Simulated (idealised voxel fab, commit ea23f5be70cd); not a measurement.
This is a process module. Its name is voxel ribs on slabs.
Square cells of 5 nm make up the cross-section cut, whose width is 195 nm.
Cross-section = grid of square cells, listed top down in bands; band = one or more rows.
Quick guide to a band line: top height, bottom height (nm) up front; then every material left to right with its width in nm. Only one material and it's marked "all across"? Then it fills the band edge to edge. And "air" just means empty space.
Zero point of the height axis is 0; under it, received wafer = one material. Lowest band: continues down indefinitely, "from 0 down".
A width given as "30..40" starts at the first number in the band's top row and ends at the second number in its bottom row, shifting by an equal amount at every step from row to row.
The designation "remained unchanged", where it is given for a processing step, indicates that no cell of the cross-section was altered in the course of that step.
Entry "Sealed-off cavities". Content: empty spaces with no open connection to the top, size 8 cells or greater. Each: width x height at distance. Distance: from left edge. Unit: nm.
Step line, after settings: the simulator's comment on this step.
The optional step-line setting "overlay nm" applies to steps with a mask and quantifies how far to the right of its planned location the mask lay, a negative value indicating leftward placement.
Set out below are the planned steps of the process:
- 1: RECEIVE (material Si)
- 2: DIRECTIONAL_DEP (material SiO2; thk nm 20)
- 3: DIRECTIONAL_DEP (material polySi; thk nm 25)
- 4: PATTERN (tone cover; mask id RIB; material resist; width nm 20; thk nm 15; overlay nm 0)
- 5: DIRECTIONAL_ETCH (etch materials polySi; depth nm 15)
- 6: STRIP (etch materials resist)
- 7: DIRECTIONAL_DEP (material aC; thk nm 10)
- 8: PATTERN (tone cover; mask id SLAB; material resist; width nm 80; thk nm 25; overlay nm 0)
- 9: DIRECTIONAL_ETCH (etch materials aC; depth nm 10)
- 10: STRIP (etch materials resist)
- 11: DIRECTIONAL_ETCH (etch materials polySi; depth nm 10)
- 12: STRIP (etch materials aC)
- 13: FILL_DEP (material SiO2; thk nm 20)
- 14: CMP (height nm 60)
- 15: DIRECTIONAL_DEP (material TiN; thk nm 5)
- 16: PATTERN (tone cover; mask id HEATER; material resist; width nm 30; thk nm 15; overlay nm 0)
- 17: DIRECTIONAL_ETCH (etch materials TiN; depth nm 5)
- 18: STRIP (etch materials resist)
- 19: CONFORMAL_DEP (material SiO2; thk nm 10)
Incoming wafer in cross-section (state: after step 1):
from 0 down = Si all across
Sealed-off cavities: none
First wafer at the end, as planned:
from 75 to 70 = air 70 nm  SiO2 50 nm  air 75 nm
from 70 to 65 = SiO2 all across
from 65 to 60 = SiO2 80 nm  TiN 30 nm  SiO2 85 nm
from 60 to 45 = SiO2 all across
from 45 to 30 = SiO2 85 nm  polySi 20 nm  SiO2 90 nm
from 30 to 20 = SiO2 55 nm  polySi 80 nm  SiO2 60 nm
from 20 to 0 = SiO2 all across
from 0 down = Si all across
Sealed-off cavities: none
End-of-module cross-section of the second wafer: identical starting point and process plan to the first, with one processing mistake:
from 65 to 60 = air 80 nm  TiN 30 nm  air 85 nm
from 60 to 45 = SiO2 all across
from 45 to 30 = SiO2 85 nm  polySi 20 nm  SiO2 90 nm
from 30 to 20 = SiO2 55 nm  polySi 80 nm  SiO2 60 nm
from 20 to 0 = SiO2 all across
from 0 down = Si all across
Sealed-off cavities: none
what went wrong: plan step 19 never ran because it was skipped
End of process, cell counts, second wafer against first, materials with more or fewer: -82 SiO2
